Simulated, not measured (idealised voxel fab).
Module name: voxel wiring stack (process module)
This is section cut - it's 270 nm across, gridded in 5 nm square cells.
Just so we're on the same page, the cross-sections are grids of square cells, and they're listed out in bands top to bottom, each band one or more rows deep.
Per band: top height and bottom height in nm, followed by the left-to-right materials and their widths in nm; "edge to edge" marks a single material spanning edge to edge, "blank" marks empty space.
Basically, 0 is our baseline, since under it the wafer straight out of the box is all one material. The bottom band has no lower end and keeps on going down, so it looks like "0 -> down".
Quick explanation for "30 to 40": the width changes in equal steps down the rows of cells, from the first number in the band's top row to the second number in its bottom row.
"no modification" (step): cross-section cells unchanged, all of them.
Listed in "Closed empty spaces": every empty space of 8 or more cells without an open way to the top. Form: width x height at distance, the distance being from the left edge, all in nm.
Step line, after settings: the simulator's comment on this step.
overlay nm: for a step with a mask, the amount by which the mask lay right of where it was planned; a negative amount means left of it.
## Process steps - plan
1 RECEIVE, material Si
2 CONFORMAL_DEP, material SiO2, thk nm 15
3 CONFORMAL_DEP, material SiN, thk nm 5
4 DIRECTIONAL_DEP, material lowk, thk nm 25
5 DIRECTIONAL_DEP, material aC, thk nm 15
6 PATTERN, tone open, mask id METAL_1, material resist, width nm 30, pitch nm 50, thk nm 30, overlay nm 0
7 DIRECTIONAL_ETCH, etch materials aC, depth nm 15
8 STRIP, etch materials resist
9 DIRECTIONAL_ETCH, etch materials lowk, depth nm 25
10 DIRECTIONAL_ETCH, etch materials SiN, depth nm 5
11 STRIP, etch materials aC
12 CONFORMAL_DEP, material TiN, thk nm 5
13 FILL_DEP, material Cu, thk nm 10
14 CMP, height nm 45
15 CONFORMAL_DEP, material SiCN, thk nm 5
16 DIRECTIONAL_DEP, material SiO2, thk nm 15
17 DIRECTIONAL_DEP, material aC, thk nm 15
18 PATTERN, tone open, mask id PLUG_1, material resist, width nm 15, pitch nm 50, thk nm 30, overlay nm 0
19 DIRECTIONAL_ETCH, etch materials aC, depth nm 15
20 STRIP, etch materials resist
21 DIRECTIONAL_ETCH, etch materials SiO2, depth nm 15
22 DIRECTIONAL_ETCH, etch materials SiCN, depth nm 5
23 STRIP, etch materials aC
24 CONFORMAL_DEP, material TiN, thk nm 5
25 FILL_DEP, material W, thk nm 5
26 CMP, height nm 65
27 DIRECTIONAL_DEP, material TiN, thk nm 5
28 DIRECTIONAL_DEP, material Ru, thk nm 20
29 MASKED_ETCH, tone cover, mask id METAL_2, width nm 30, pitch nm 50, etch materials Ru, depth nm 20, overlay nm 0
30 MASKED_ETCH, tone cover, mask id METAL_2, width nm 30, pitch nm 50, etch materials TiN, depth nm 5, overlay nm 0
31 FILL_DEP, material lowk, thk nm 10
32 CMP, height nm 90
33 CONFORMAL_DEP, material SiCN, thk nm 5
34 DIRECTIONAL_DEP, material SiO2, thk nm 15
35 DIRECTIONAL_DEP, material aC, thk nm 15
36 PATTERN, tone open, mask id PLUG_2, material resist, width nm 15, thk nm 30, overlay nm 0
37 DIRECTIONAL_ETCH, etch materials aC, depth nm 15
38 STRIP, etch materials resist
39 DIRECTIONAL_ETCH, etch materials SiO2, depth nm 15
40 DIRECTIONAL_ETCH, etch materials SiCN, depth nm 5
41 STRIP, etch materials aC
42 CONFORMAL_DEP, material TiN, thk nm 5
43 FILL_DEP, material W, thk nm 5
44 CMP, height nm 110
45 DIRECTIONAL_DEP, material TiN, thk nm 5
46 DIRECTIONAL_DEP, material Ru, thk nm 15
47 PATTERN, tone cover, mask id METAL_3, material resist, width nm 30, pitch nm 50, thk nm 15, overlay nm 0
48 DIRECTIONAL_ETCH, etch materials Ru, depth nm 15
49 DIRECTIONAL_ETCH, etch materials TiN, depth nm 5
50 STRIP, etch materials resist
51 CONFORMAL_DEP, material SiCN, thk nm 5
52 FILL_DEP, material lowk, thk nm 10
53 CMP, height nm 130
54 CONFORMAL_DEP, material SiCN, thk nm 5
## What follows covers the first of two wafers; it ran as planned
## As-received wafer cross-section (after step 1)
- 0 -> down | Si edge to edge
- Closed empty spaces: none
## Sectional view: wafer, after step 2
- 15 -> 0 | SiO2 edge to edge
- Under 0: no change, same as before.
## Sectional view: wafer, after step 3
- 20 -> 15 | SiN edge to edge
- Under 15: no change, same as before.
## Sectional view: wafer, after step 4
- 45 -> 20 | lowk edge to edge
- Under 20: no change, same as before.
## Sectional view: wafer, after step 5
- 60 -> 45 | aC edge to edge
- Under 45: no change, same as before.
## Sectional view: wafer, after step 6
- 90 -> 60 | resist 95 nm, blank 30 nm, resist 20 nm, blank 30 nm, resist 95 nm
- Under 60: no change, same as before.
## Sectional view: wafer, after step 7
- 75 -> 60 | resist 95 nm, blank 30 nm, resist 20 nm, blank 30 nm, resist 95 nm
- 60 -> 45 | aC 95 nm, blank 30 nm, aC 20 nm, blank 30 nm, aC 95 nm
- Under 45: no change, same as before.
## Sectional view: wafer, after step 8
- 60 -> 45 | aC 95 nm, blank 30 nm, aC 20 nm, blank 30 nm, aC 95 nm
- Under 45: no change, same as before.
## Sectional view: wafer, after step 9
- 60 -> 45 | aC 95 nm, blank 30 nm, aC 20 nm, blank 30 nm, aC 95 nm
- 45 -> 20 | lowk 95 nm, blank 30 nm, lowk 20 nm, blank 30 nm, lowk 95 nm
- Under 20: no change, same as before.
## Sectional view: wafer, after step 10
- 60 -> 45 | aC 95 nm, blank 30 nm, aC 20 nm, blank 30 nm, aC 95 nm
- 45 -> 20 | lowk 95 nm, blank 30 nm, lowk 20 nm, blank 30 nm, lowk 95 nm
- 20 -> 15 | SiN 95 nm, blank 30 nm, SiN 20 nm, blank 30 nm, SiN 95 nm
- Under 15: no change, same as before.
## Sectional view: wafer, after step 11
- 45 -> 20 | lowk 95 nm, blank 30 nm, lowk 20 nm, blank 30 nm, lowk 95 nm
- Under 20: no change, same as before.
## Sectional view: wafer, after step 12
- 50 -> 45 | TiN 100 nm, blank 20 nm, TiN 30 nm, blank 20 nm, TiN 100 nm
- 45 -> 20 | lowk 95 nm, TiN 5 nm, blank 20 nm, TiN 5 nm, lowk 20 nm, TiN 5 nm, blank 20 nm, TiN 5 nm, lowk 95 nm
- 20 -> 15 | SiN 95 nm, TiN 30 nm, SiN 20 nm, TiN 30 nm, SiN 95 nm
- Under 15: no change, same as before.
## Sectional view: wafer, after step 13
- 60 -> 50 | Cu edge to edge
- 50 -> 45 | TiN 100 nm, Cu 20 nm, TiN 30 nm, Cu 20 nm, TiN 100 nm
- 45 -> 20 | lowk 95 nm, TiN 5 nm, Cu 20 nm, TiN 5 nm, lowk 20 nm, TiN 5 nm, Cu 20 nm, TiN 5 nm, lowk 95 nm
- Under 20: no change, same as before.
## Sectional view: wafer, after step 14
- 45 -> 20 | lowk 95 nm, TiN 5 nm, Cu 20 nm, TiN 5 nm, lowk 20 nm, TiN 5 nm, Cu 20 nm, TiN 5 nm, lowk 95 nm
- Under 20: no change, same as before.
## Sectional view: wafer, after step 15
- 50 -> 45 | SiCN edge to edge
- Under 45: no change, same as before.
## Sectional view: wafer, after step 16
- 65 -> 50 | SiO2 edge to edge
- Under 50: no change, same as before.
## Sectional view: wafer, after step 17
- 80 -> 65 | aC edge to edge
- Under 65: no change, same as before.
## Sectional view: wafer, after step 18
- 110 -> 80 | resist 95 nm, blank 15 nm, resist 35 nm, blank 15 nm, resist 110 nm
- Under 80: no change, same as before.
## Sectional view: wafer, after step 19
- 95 -> 80 | resist 95 nm, blank 15 nm, resist 35 nm, blank 15 nm, resist 110 nm
- 80 -> 65 | aC 95 nm, blank 15 nm, aC 35 nm, blank 15 nm, aC 110 nm
- Under 65: no change, same as before.
## Sectional view: wafer, after step 20
- 80 -> 65 | aC 95 nm, blank 15 nm, aC 35 nm, blank 15 nm, aC 110 nm
- Under 65: no change, same as before.
## Sectional view: wafer, after step 21
- 80 -> 65 | aC 95 nm, blank 15 nm, aC 35 nm, blank 15 nm, aC 110 nm
- 65 -> 50 | SiO2 95 nm, blank 15 nm, SiO2 35 nm, blank 15 nm, SiO2 110 nm
- Under 50: no change, same as before.
## Sectional view: wafer, after step 22
- 80 -> 65 | aC 95 nm, blank 15 nm, aC 35 nm, blank 15 nm, aC 110 nm
- 65 -> 50 | SiO2 95 nm, blank 15 nm, SiO2 35 nm, blank 15 nm, SiO2 110 nm
- 50 -> 45 | SiCN 95 nm, blank 15 nm, SiCN 35 nm, blank 15 nm, SiCN 110 nm
- Under 45: no change, same as before.
## Sectional view: wafer, after step 23
- 65 -> 50 | SiO2 95 nm, blank 15 nm, SiO2 35 nm, blank 15 nm, SiO2 110 nm
- Under 50: no change, same as before.
## Sectional view: wafer, after step 24
- 70 -> 65 | TiN 100 nm, blank 5 nm, TiN 45 nm, blank 5 nm, TiN 115 nm
- 65 -> 50 | SiO2 95 nm, TiN 5 nm, blank 5 nm, TiN 5 nm, SiO2 35 nm, TiN 5 nm, blank 5 nm, TiN 5 nm, SiO2 110 nm
- 50 -> 45 | SiCN 95 nm, TiN 15 nm, SiCN 35 nm, TiN 15 nm, SiCN 110 nm
- Under 45: no change, same as before.
## Sectional view: wafer, after step 25
- 75 -> 70 | W edge to edge
- 70 -> 65 | TiN 100 nm, W 5 nm, TiN 45 nm, W 5 nm, TiN 115 nm
- 65 -> 50 | SiO2 95 nm, TiN 5 nm, W 5 nm, TiN 5 nm, SiO2 35 nm, TiN 5 nm, W 5 nm, TiN 5 nm, SiO2 110 nm
- Under 50: no change, same as before.
## Sectional view: wafer, after step 26
- 65 -> 50 | SiO2 95 nm, TiN 5 nm, W 5 nm, TiN 5 nm, SiO2 35 nm, TiN 5 nm, W 5 nm, TiN 5 nm, SiO2 110 nm
- Under 50: no change, same as before.
## Sectional view: wafer, after step 27
- 70 -> 65 | TiN edge to edge
- Under 65: no change, same as before.
## Sectional view: wafer, after step 28
- 90 -> 70 | Ru edge to edge
- Under 70: no change, same as before.
## Sectional view: wafer, after step 29
- 90 -> 70 | blank 95 nm, Ru 30 nm, blank 20 nm, Ru 30 nm, blank 95 nm
- Under 70: no change, same as before.
## Sectional view: wafer, after step 30
- 90 -> 70 | blank 95 nm, Ru 30 nm, blank 20 nm, Ru 30 nm, blank 95 nm
- 70 -> 65 | blank 95 nm, TiN 30 nm, blank 20 nm, TiN 30 nm, blank 95 nm
- Under 65: no change, same as before.
## Sectional view: wafer, after step 31
- 100 -> 90 | lowk edge to edge
- 90 -> 70 | lowk 95 nm, Ru 30 nm, lowk 20 nm, Ru 30 nm, lowk 95 nm
- 70 -> 65 | lowk 95 nm, TiN 30 nm, lowk 20 nm, TiN 30 nm, lowk 95 nm
- Under 65: no change, same as before.
## Sectional view: wafer, after step 32
- 90 -> 70 | lowk 95 nm, Ru 30 nm, lowk 20 nm, Ru 30 nm, lowk 95 nm
- Under 70: no change, same as before.
## Sectional view: wafer, after step 33
- 95 -> 90 | SiCN edge to edge
- Under 90: no change, same as before.
## Sectional view: wafer, after step 34
- 110 -> 95 | SiO2 edge to edge
- Under 95: no change, same as before.
## Sectional view: wafer, after step 35
- 125 -> 110 | aC edge to edge
- Under 110: no change, same as before.
## Sectional view: wafer, after step 36
- 155 -> 125 | resist 95 nm, blank 15 nm, resist 160 nm
- Under 125: no change, same as before.
## Sectional view: wafer, after step 37
- 140 -> 125 | resist 95 nm, blank 15 nm, resist 160 nm
- 125 -> 110 | aC 95 nm, blank 15 nm, aC 160 nm
- Under 110: no change, same as before.
## Sectional view: wafer, after step 38
- 125 -> 110 | aC 95 nm, blank 15 nm, aC 160 nm
- Under 110: no change, same as before.
## Sectional view: wafer, after step 39
- 125 -> 110 | aC 95 nm, blank 15 nm, aC 160 nm
- 110 -> 95 | SiO2 95 nm, blank 15 nm, SiO2 160 nm
- Under 95: no change, same as before.
## Sectional view: wafer, after step 40
- 125 -> 110 | aC 95 nm, blank 15 nm, aC 160 nm
- 110 -> 95 | SiO2 95 nm, blank 15 nm, SiO2 160 nm
- 95 -> 90 | SiCN 95 nm, blank 15 nm, SiCN 160 nm
- Under 90: no change, same as before.
## Sectional view: wafer, after step 41
- 110 -> 95 | SiO2 95 nm, blank 15 nm, SiO2 160 nm
- Under 95: no change, same as before.
## Sectional view: wafer, after step 42
- 115 -> 110 | TiN 100 nm, blank 5 nm, TiN 165 nm
- 110 -> 95 | SiO2 95 nm, TiN 5 nm, blank 5 nm, TiN 5 nm, SiO2 160 nm
- 95 -> 90 | SiCN 95 nm, TiN 15 nm, SiCN 160 nm
- Under 90: no change, same as before.
## Sectional view: wafer, after step 43
- 120 -> 115 | W edge to edge
- 115 -> 110 | TiN 100 nm, W 5 nm, TiN 165 nm
- 110 -> 95 | SiO2 95 nm, TiN 5 nm, W 5 nm, TiN 5 nm, SiO2 160 nm
- Under 95: no change, same as before.
## Sectional view: wafer, after step 44
- 110 -> 95 | SiO2 95 nm, TiN 5 nm, W 5 nm, TiN 5 nm, SiO2 160 nm
- Under 95: no change, same as before.
## Sectional view: wafer, after step 45
- 115 -> 110 | TiN edge to edge
- Under 110: no change, same as before.
## Sectional view: wafer, after step 46
- 130 -> 115 | Ru edge to edge
- Under 115: no change, same as before.
## Sectional view: wafer, after step 47
- 145 -> 130 | blank 95 nm, resist 30 nm, blank 20 nm, resist 30 nm, blank 95 nm
- Under 130: no change, same as before.
## Sectional view: wafer, after step 48
- 145 -> 130 | blank 95 nm, resist 30 nm, blank 20 nm, resist 30 nm, blank 95 nm
- 130 -> 115 | blank 95 nm, Ru 30 nm, blank 20 nm, Ru 30 nm, blank 95 nm
- Under 115: no change, same as before.
## Sectional view: wafer, after step 49
- 145 -> 130 | blank 95 nm, resist 30 nm, blank 20 nm, resist 30 nm, blank 95 nm
- 130 -> 115 | blank 95 nm, Ru 30 nm, blank 20 nm, Ru 30 nm, blank 95 nm
- 115 -> 110 | blank 95 nm, TiN 30 nm, blank 20 nm, TiN 30 nm, blank 95 nm
- Under 110: no change, same as before.
## Sectional view: wafer, after step 50
- 130 -> 115 | blank 95 nm, Ru 30 nm, blank 20 nm, Ru 30 nm, blank 95 nm
- Under 115: no change, same as before.
## Sectional view: wafer, after step 51
- 135 -> 130 | blank 90 nm, SiCN 40 nm, blank 10 nm, SiCN 40 nm, blank 90 nm
- 130 -> 115 | blank 90 nm, SiCN 5 nm, Ru 30 nm, SiCN 5 nm, blank 10 nm, SiCN 5 nm, Ru 30 nm, SiCN 5 nm, blank 90 nm
- 115 -> 110 | SiCN 95 nm, TiN 30 nm, SiCN 20 nm, TiN 30 nm, SiCN 95 nm
- Under 110: no change, same as before.
## Sectional view: wafer, after step 52
- 145 -> 135 | lowk edge to edge
- 135 -> 130 | lowk 90 nm, SiCN 40 nm, lowk 10 nm, SiCN 40 nm, lowk 90 nm
- 130 -> 115 | lowk 90 nm, SiCN 5 nm, Ru 30 nm, SiCN 5 nm, lowk 10 nm, SiCN 5 nm, Ru 30 nm, SiCN 5 nm, lowk 90 nm
- Under 115: no change, same as before.
## Sectional view: wafer, after step 53
- 130 -> 115 | lowk 90 nm, SiCN 5 nm, Ru 30 nm, SiCN 5 nm, lowk 10 nm, SiCN 5 nm, Ru 30 nm, SiCN 5 nm, lowk 90 nm
- Under 115: no change, same as before.
## Sectional view: wafer, after step 54
- 135 -> 130 | SiCN edge to edge
- Under 130: no change, same as before.
## Second wafer, same starting state and plan as the first, one mistake in the run, identical through step 1
## when step 2 should have ended
- 30 -> 0 | SiO2 edge to edge
- Under 0: no change, same as before.
## when step 3 should have ended
- 35 -> 30 | SiN edge to edge
- Under 30: no change, same as before.
## when step 4 should have ended
- 60 -> 35 | lowk edge to edge
- Under 35: no change, same as before.
## when step 5 should have ended
- 75 -> 60 | aC edge to edge
- Under 60: no change, same as before.
## when step 6 should have ended
- 105 -> 75 | resist 95 nm, blank 30 nm, resist 20 nm, blank 30 nm, resist 95 nm
- Under 75: no change, same as before.
## when step 7 should have ended
- 90 -> 75 | resist 95 nm, blank 30 nm, resist 20 nm, blank 30 nm, resist 95 nm
- 75 -> 60 | aC 95 nm, blank 30 nm, aC 20 nm, blank 30 nm, aC 95 nm
- Under 60: no change, same as before.
## when step 8 should have ended
- 75 -> 60 | aC 95 nm, blank 30 nm, aC 20 nm, blank 30 nm, aC 95 nm
- Under 60: no change, same as before.
## when step 9 should have ended
- 75 -> 60 | aC 95 nm, blank 30 nm, aC 20 nm, blank 30 nm, aC 95 nm
- 60 -> 35 | lowk 95 nm, blank 30 nm, lowk 20 nm, blank 30 nm, lowk 95 nm
- Under 35: no change, same as before.
## when step 10 should have ended
- 75 -> 60 | aC 95 nm, blank 30 nm, aC 20 nm, blank 30 nm, aC 95 nm
- 60 -> 35 | lowk 95 nm, blank 30 nm, lowk 20 nm, blank 30 nm, lowk 95 nm
- 35 -> 30 | SiN 95 nm, blank 30 nm, SiN 20 nm, blank 30 nm, SiN 95 nm
- Under 30: no change, same as before.
## when step 11 should have ended
- 60 -> 35 | lowk 95 nm, blank 30 nm, lowk 20 nm, blank 30 nm, lowk 95 nm
- Under 35: no change, same as before.
## when step 12 should have ended
- 65 -> 60 | TiN 100 nm, blank 20 nm, TiN 30 nm, blank 20 nm, TiN 100 nm
- 60 -> 35 | lowk 95 nm, TiN 5 nm, blank 20 nm, TiN 5 nm, lowk 20 nm, TiN 5 nm, blank 20 nm, TiN 5 nm, lowk 95 nm
- 35 -> 30 | SiN 95 nm, TiN 30 nm, SiN 20 nm, TiN 30 nm, SiN 95 nm
- Under 30: no change, same as before.
## when step 13 should have ended
- 75 -> 65 | Cu edge to edge
- 65 -> 60 | TiN 100 nm, Cu 20 nm, TiN 30 nm, Cu 20 nm, TiN 100 nm
- 60 -> 35 | lowk 95 nm, TiN 5 nm, Cu 20 nm, TiN 5 nm, lowk 20 nm, TiN 5 nm, Cu 20 nm, TiN 5 nm, lowk 95 nm
- Under 35: no change, same as before.
## when step 14 should have ended
- 45 -> 35 | lowk 95 nm, TiN 5 nm, Cu 20 nm, TiN 5 nm, lowk 20 nm, TiN 5 nm, Cu 20 nm, TiN 5 nm, lowk 95 nm
- Under 35: no change, same as before.
## when step 15 should have ended
- 50 -> 45 | SiCN edge to edge
- Under 45: no change, same as before.
## when step 16 should have ended
- 65 -> 50 | SiO2 edge to edge
- Under 50: no change, same as before.
## when step 17 should have ended
- 80 -> 65 | aC edge to edge
- Under 65: no change, same as before.
## when step 18 should have ended
- 110 -> 80 | resist 95 nm, blank 15 nm, resist 35 nm, blank 15 nm, resist 110 nm
- Under 80: no change, same as before.
## when step 19 should have ended
- 95 -> 80 | resist 95 nm, blank 15 nm, resist 35 nm, blank 15 nm, resist 110 nm
- 80 -> 65 | aC 95 nm, blank 15 nm, aC 35 nm, blank 15 nm, aC 110 nm
- Under 65: no change, same as before.
## when step 20 should have ended
- 80 -> 65 | aC 95 nm, blank 15 nm, aC 35 nm, blank 15 nm, aC 110 nm
- Under 65: no change, same as before.
## when step 21 should have ended
- 80 -> 65 | aC 95 nm, blank 15 nm, aC 35 nm, blank 15 nm, aC 110 nm
- 65 -> 50 | SiO2 95 nm, blank 15 nm, SiO2 35 nm, blank 15 nm, SiO2 110 nm
- Under 50: no change, same as before.
## when step 22 should have ended
- 80 -> 65 | aC 95 nm, blank 15 nm, aC 35 nm, blank 15 nm, aC 110 nm
- 65 -> 50 | SiO2 95 nm, blank 15 nm, SiO2 35 nm, blank 15 nm, SiO2 110 nm
- 50 -> 45 | SiCN 95 nm, blank 15 nm, SiCN 35 nm, blank 15 nm, SiCN 110 nm
- Under 45: no change, same as before.
## when step 23 should have ended
- 65 -> 50 | SiO2 95 nm, blank 15 nm, SiO2 35 nm, blank 15 nm, SiO2 110 nm
- Under 50: no change, same as before.
## when step 24 should have ended
- 70 -> 65 | TiN 100 nm, blank 5 nm, TiN 45 nm, blank 5 nm, TiN 115 nm
- 65 -> 50 | SiO2 95 nm, TiN 5 nm, blank 5 nm, TiN 5 nm, SiO2 35 nm, TiN 5 nm, blank 5 nm, TiN 5 nm, SiO2 110 nm
- 50 -> 45 | SiCN 95 nm, TiN 15 nm, SiCN 35 nm, TiN 15 nm, SiCN 110 nm
- Under 45: no change, same as before.
## when step 25 should have ended
- 75 -> 70 | W edge to edge
- 70 -> 65 | TiN 100 nm, W 5 nm, TiN 45 nm, W 5 nm, TiN 115 nm
- 65 -> 50 | SiO2 95 nm, TiN 5 nm, W 5 nm, TiN 5 nm, SiO2 35 nm, TiN 5 nm, W 5 nm, TiN 5 nm, SiO2 110 nm
- Under 50: no change, same as before.
## when step 26 should have ended
- 65 -> 50 | SiO2 95 nm, TiN 5 nm, W 5 nm, TiN 5 nm, SiO2 35 nm, TiN 5 nm, W 5 nm, TiN 5 nm, SiO2 110 nm
- Under 50: no change, same as before.
## when step 27 should have ended
- 70 -> 65 | TiN edge to edge
- Under 65: no change, same as before.
## when step 28 should have ended
- 90 -> 70 | Ru edge to edge
- Under 70: no change, same as before.
## when step 29 should have ended
- 90 -> 70 | blank 95 nm, Ru 30 nm, blank 20 nm, Ru 30 nm, blank 95 nm
- Under 70: no change, same as before.
## when step 30 should have ended
- 90 -> 70 | blank 95 nm, Ru 30 nm, blank 20 nm, Ru 30 nm, blank 95 nm
- 70 -> 65 | blank 95 nm, TiN 30 nm, blank 20 nm, TiN 30 nm, blank 95 nm
- Under 65: no change, same as before.
## when step 31 should have ended
- 100 -> 90 | lowk edge to edge
- 90 -> 70 | lowk 95 nm, Ru 30 nm, lowk 20 nm, Ru 30 nm, lowk 95 nm
- 70 -> 65 | lowk 95 nm, TiN 30 nm, lowk 20 nm, TiN 30 nm, lowk 95 nm
- Under 65: no change, same as before.
## when step 32 should have ended
- 90 -> 70 | lowk 95 nm, Ru 30 nm, lowk 20 nm, Ru 30 nm, lowk 95 nm
- Under 70: no change, same as before.
## when step 33 should have ended
- 95 -> 90 | SiCN edge to edge
- Under 90: no change, same as before.
## when step 34 should have ended
- 110 -> 95 | SiO2 edge to edge
- Under 95: no change, same as before.
## when step 35 should have ended
- 125 -> 110 | aC edge to edge
- Under 110: no change, same as before.
## when step 36 should have ended
- 155 -> 125 | resist 95 nm, blank 15 nm, resist 160 nm
- Under 125: no change, same as before.
## when step 37 should have ended
- 140 -> 125 | resist 95 nm, blank 15 nm, resist 160 nm
- 125 -> 110 | aC 95 nm, blank 15 nm, aC 160 nm
- Under 110: no change, same as before.
## when step 38 should have ended
- 125 -> 110 | aC 95 nm, blank 15 nm, aC 160 nm
- Under 110: no change, same as before.
## when step 39 should have ended
- 125 -> 110 | aC 95 nm, blank 15 nm, aC 160 nm
- 110 -> 95 | SiO2 95 nm, blank 15 nm, SiO2 160 nm
- Under 95: no change, same as before.
## when step 40 should have ended
- 125 -> 110 | aC 95 nm, blank 15 nm, aC 160 nm
- 110 -> 95 | SiO2 95 nm, blank 15 nm, SiO2 160 nm
- 95 -> 90 | SiCN 95 nm, blank 15 nm, SiCN 160 nm
- Under 90: no change, same as before.
## when step 41 should have ended
- 110 -> 95 | SiO2 95 nm, blank 15 nm, SiO2 160 nm
- Under 95: no change, same as before.
## when step 42 should have ended
- 115 -> 110 | TiN 100 nm, blank 5 nm, TiN 165 nm
- 110 -> 95 | SiO2 95 nm, TiN 5 nm, blank 5 nm, TiN 5 nm, SiO2 160 nm
- 95 -> 90 | SiCN 95 nm, TiN 15 nm, SiCN 160 nm
- Under 90: no change, same as before.
## when step 43 should have ended
- 120 -> 115 | W edge to edge
- 115 -> 110 | TiN 100 nm, W 5 nm, TiN 165 nm
- 110 -> 95 | SiO2 95 nm, TiN 5 nm, W 5 nm, TiN 5 nm, SiO2 160 nm
- Under 95: no change, same as before.
## when step 44 should have ended
- 110 -> 95 | SiO2 95 nm, TiN 5 nm, W 5 nm, TiN 5 nm, SiO2 160 nm
- Under 95: no change, same as before.
## when step 45 should have ended
- 115 -> 110 | TiN edge to edge
- Under 110: no change, same as before.
## when step 46 should have ended
- 130 -> 115 | Ru edge to edge
- Under 115: no change, same as before.
## when step 47 should have ended
- 145 -> 130 | blank 95 nm, resist 30 nm, blank 20 nm, resist 30 nm, blank 95 nm
- Under 130: no change, same as before.
## when step 48 should have ended
- 145 -> 130 | blank 95 nm, resist 30 nm, blank 20 nm, resist 30 nm, blank 95 nm
- 130 -> 115 | blank 95 nm, Ru 30 nm, blank 20 nm, Ru 30 nm, blank 95 nm
- Under 115: no change, same as before.
## when step 49 should have ended
- 145 -> 130 | blank 95 nm, resist 30 nm, blank 20 nm, resist 30 nm, blank 95 nm
- 130 -> 115 | blank 95 nm, Ru 30 nm, blank 20 nm, Ru 30 nm, blank 95 nm
- 115 -> 110 | blank 95 nm, TiN 30 nm, blank 20 nm, TiN 30 nm, blank 95 nm
- Under 110: no change, same as before.
## when step 50 should have ended
- 130 -> 115 | blank 95 nm, Ru 30 nm, blank 20 nm, Ru 30 nm, blank 95 nm
- Under 115: no change, same as before.
## when step 51 should have ended
- 135 -> 130 | blank 90 nm, SiCN 40 nm, blank 10 nm, SiCN 40 nm, blank 90 nm
- 130 -> 115 | blank 90 nm, SiCN 5 nm, Ru 30 nm, SiCN 5 nm, blank 10 nm, SiCN 5 nm, Ru 30 nm, SiCN 5 nm, blank 90 nm
- 115 -> 110 | SiCN 95 nm, TiN 30 nm, SiCN 20 nm, TiN 30 nm, SiCN 95 nm
- Under 110: no change, same as before.
## when step 52 should have ended
- 145 -> 135 | lowk edge to edge
- 135 -> 130 | lowk 90 nm, SiCN 40 nm, lowk 10 nm, SiCN 40 nm, lowk 90 nm
- 130 -> 115 | lowk 90 nm, SiCN 5 nm, Ru 30 nm, SiCN 5 nm, lowk 10 nm, SiCN 5 nm, Ru 30 nm, SiCN 5 nm, lowk 90 nm
- Under 115: no change, same as before.
## when step 53 should have ended
- 130 -> 115 | lowk 90 nm, SiCN 5 nm, Ru 30 nm, SiCN 5 nm, lowk 10 nm, SiCN 5 nm, Ru 30 nm, SiCN 5 nm, lowk 90 nm
- Under 115: no change, same as before.
## when step 54 should have ended
- 135 -> 130 | SiCN edge to edge
- Under 130: no change, same as before.
Error vs. plan: twice, step 2 of the plan was run
It is noted that, at the conclusion of processing, the second wafer exhibits a higher or lower cell count for certain materials relative to the first: Cu -24 | SiO2 +162 | TiN -12 | lowk -126
